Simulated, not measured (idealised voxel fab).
process module | voxel fin reveal
Square cell edge 5 nm, section width 200 nm, ID cut.
Throughout this document, each cross-section is represented as a grid of square cells and is presented as a sequence of bands enumerated from the top downward, where a band comprises one or more rows of cells.
Basically the band line says how high the top is and how high the bottom is, in nm, and then what's in it from left to right, every material with its width in nm. Empty space shows up as "empty", and if a single material carries "edge to edge" it runs the full band edge to edge.
A quick word on heights: they are counted from 0, and under that level the wafer as it came to us is one material throughout. The lowest band is different from the rest in having no bottom; it simply continues downward, written as in "0 -> down".
The notation "30..40" denotes a width that varies across the rows of cells in the band, beginning at the first number in the top row, finishing at the second number in the bottom row, and changing by an identical amount from each row to the next.
Where a step carries "no change", the cross-section came out of it unchanged, cell for cell.
The entry titled "Enclosed internal cavities" provides the empty spaces that have no open way to the top, restricted to those of 8 cells or more. Each is presented as width x height at distance, the distance being measured from the left edge, with all three in nm.
Post-settings text on a step line: simulator's own remark regarding the step.
overlay nm: on a step with a mask, how far right of its planned place the mask lay; negative means left.

Intended process steps
step 1: RECEIVE | material Si
step 2: CONFORMAL_DEP | material SiN | thk nm 5
step 3: DIRECTIONAL_DEP | material aC | thk nm 15
step 4: PATTERN | tone cover | mask id FINS | material resist | width nm 15 | pitch nm 35 | thk nm 35 | overlay nm 0
step 5: DIRECTIONAL_ETCH | etch materials aC | depth nm 15
step 6: STRIP | etch materials resist
step 7: DIRECTIONAL_ETCH | etch materials SiN | depth nm 5
step 8: DIRECTIONAL_ETCH | etch materials Si | depth nm 35
step 9: STRIP | etch materials aC
step 10: OXIDIZE | depth nm 5
step 11: FILL_DEP | material SiO2 | thk nm 10
step 12: CMP | height nm 5
step 13: SELECTIVE_ETCH | etch materials SiO2 | depth nm 30
step 14: STRIP | etch materials SiN

First of two wafers, processed according to plan

Here's what the wafer looked like in cross-section when it arrived - that's after step 1
* 0 -> down  Si edge to edge
* Enclosed internal cavities: none

Cross-section of the wafer subsequent to step 2
* 5 -> 0  SiN edge to edge
* Lower than 0, everything is as it was.

Cross-section of the wafer subsequent to step 3
* 20 -> 5  aC edge to edge
* Lower than 5, everything is as it was.

Cross-section of the wafer subsequent to step 4
* 55 -> 20  75 of empty, then 15 of resist, then 20 of empty, then 15 of resist, then 75 of empty
* Lower than 20, everything is as it was.

Cross-section of the wafer subsequent to step 5
* 40 -> 20  75 of empty, then 15 of resist, then 20 of empty, then 15 of resist, then 75 of empty
* 20 -> 5  75 of empty, then 15 of aC, then 20 of empty, then 15 of aC, then 75 of empty
* Lower than 5, everything is as it was.

Cross-section of the wafer subsequent to step 6
* 20 -> 5  75 of empty, then 15 of aC, then 20 of empty, then 15 of aC, then 75 of empty
* Lower than 5, everything is as it was.

Cross-section of the wafer subsequent to step 7
* 20 -> 5  75 of empty, then 15 of aC, then 20 of empty, then 15 of aC, then 75 of empty
* 5 -> 0  75 of empty, then 15 of SiN, then 20 of empty, then 15 of SiN, then 75 of empty
* Lower than 0, everything is as it was.

Cross-section of the wafer subsequent to step 8
* 20 -> 5  75 of empty, then 15 of aC, then 20 of empty, then 15 of aC, then 75 of empty
* 5 -> 0  75 of empty, then 15 of SiN, then 20 of empty, then 15 of SiN, then 75 of empty
* 0 -> -35  75 of empty, then 15 of Si, then 20 of empty, then 15 of Si, then 75 of empty
* Lower than -35, everything is as it was.

Cross-section of the wafer subsequent to step 9
* 5 -> 0  75 of empty, then 15 of SiN, then 20 of empty, then 15 of SiN, then 75 of empty
* Lower than 0, everything is as it was.

Cross-section of the wafer subsequent to step 10
* 5 -> 0  75 of empty, then 15 of SiN, then 20 of empty, then 15 of SiN, then 75 of empty
* 0 -> -35  75 of empty, then 5 of SiO2, then 5 of Si, then 5 of SiO2, then 20 of empty, then 5 of SiO2, then 5 of Si, then 5 of SiO2, then 75 of empty
* -35 -> -40  80 of SiO2, then 5 of Si, then 30 of SiO2, then 5 of Si, then 80 of SiO2
* Lower than -40, everything is as it was.

Cross-section of the wafer subsequent to step 11
* 15 -> 5  SiO2 edge to edge
* 5 -> 0  75 of SiO2, then 15 of SiN, then 20 of SiO2, then 15 of SiN, then 75 of SiO2
* 0 -> -40  80 of SiO2, then 5 of Si, then 30 of SiO2, then 5 of Si, then 80 of SiO2
* Lower than -40, everything is as it was.

Cross-section of the wafer subsequent to step 12
* 5 -> 0  75 of SiO2, then 15 of SiN, then 20 of SiO2, then 15 of SiN, then 75 of SiO2
* Lower than 0, everything is as it was.

Cross-section of the wafer subsequent to step 13
* 5 -> 0  75 of empty, then 15 of SiN, then 20 of empty, then 15 of SiN, then 75 of empty
* 0 -> -25  80 of empty, then 5 of Si, then 30 of empty, then 5 of Si, then 80 of empty
* Lower than -25, everything is as it was.

Cross-section of the wafer subsequent to step 14
* 0 -> -25  80 of empty, then 5 of Si, then 30 of empty, then 5 of Si, then 80 of empty
* Lower than -25, everything is as it was.

For the second wafer, take the first wafer's start and plan, then add one mistake made in running it; everything through step 3, that step included, is shared with the first

X-section, second wafer, when step 4 was due to finish
* 55 -> 20  75 of empty, then 20 of resist, then 15 of empty, then 20 of resist, then 70 of empty
* Lower than 20, everything is as it was.

X-section, second wafer, when step 5 was due to finish
* 40 -> 20  75 of empty, then 20 of resist, then 15 of empty, then 20 of resist, then 70 of empty
* 20 -> 5  75 of empty, then 20 of aC, then 15 of empty, then 20 of aC, then 70 of empty
* Lower than 5, everything is as it was.

X-section, second wafer, when step 6 was due to finish
* 20 -> 5  75 of empty, then 20 of aC, then 15 of empty, then 20 of aC, then 70 of empty
* Lower than 5, everything is as it was.

X-section, second wafer, when step 7 was due to finish
* 20 -> 5  75 of empty, then 20 of aC, then 15 of empty, then 20 of aC, then 70 of empty
* 5 -> 0  75 of empty, then 20 of SiN, then 15 of empty, then 20 of SiN, then 70 of empty
* Lower than 0, everything is as it was.

X-section, second wafer, when step 8 was due to finish
* 20 -> 5  75 of empty, then 20 of aC, then 15 of empty, then 20 of aC, then 70 of empty
* 5 -> 0  75 of empty, then 20 of SiN, then 15 of empty, then 20 of SiN, then 70 of empty
* 0 -> -35  75 of empty, then 20 of Si, then 15 of empty, then 20 of Si, then 70 of empty
* Lower than -35, everything is as it was.

X-section, second wafer, when step 9 was due to finish
* 5 -> 0  75 of empty, then 20 of SiN, then 15 of empty, then 20 of SiN, then 70 of empty
* Lower than 0, everything is as it was.

X-section, second wafer, when step 10 was due to finish
* 5 -> 0  75 of empty, then 20 of SiN, then 15 of empty, then 20 of SiN, then 70 of empty
* 0 -> -35  75 of empty, then 5 of SiO2, then 10 of Si, then 5 of SiO2, then 15 of empty, then 5 of SiO2, then 10 of Si, then 5 of SiO2, then 70 of empty
* -35 -> -40  80 of SiO2, then 10 of Si, then 25 of SiO2, then 10 of Si, then 75 of SiO2
* Lower than -40, everything is as it was.

X-section, second wafer, when step 11 was due to finish
* 15 -> 5  SiO2 edge to edge
* 5 -> 0  75 of SiO2, then 20 of SiN, then 15 of SiO2, then 20 of SiN, then 70 of SiO2
* 0 -> -40  80 of SiO2, then 10 of Si, then 25 of SiO2, then 10 of Si, then 75 of SiO2
* Lower than -40, everything is as it was.

X-section, second wafer, when step 12 was due to finish
* 5 -> 0  75 of SiO2, then 20 of SiN, then 15 of SiO2, then 20 of SiN, then 70 of SiO2
* Lower than 0, everything is as it was.

X-section, second wafer, when step 13 was due to finish
* 5 -> 0  75 of empty, then 20 of SiN, then 15 of empty, then 20 of SiN, then 70 of empty
* 0 -> -25  80 of empty, then 10 of Si, then 25 of empty, then 10 of Si, then 75 of empty
* Lower than -25, everything is as it was.

X-section, second wafer, when step 14 was due to finish
* 0 -> -25  80 of empty, then 10 of Si, then 25 of empty, then 10 of Si, then 75 of empty
* Lower than -25, everything is as it was.
Plan not followed: it should be noted that step 4 was executed with settings other than those planned, the operation and settings actually applied being PATTERN | tone cover | mask id FINS | material resist | width nm 20 | pitch nm 35 | thk nm 35 | overlay nm 0
End check, counted in cells, second wafer has more or fewer of these materials than the first: 16 more of Si, 6 fewer of SiO2
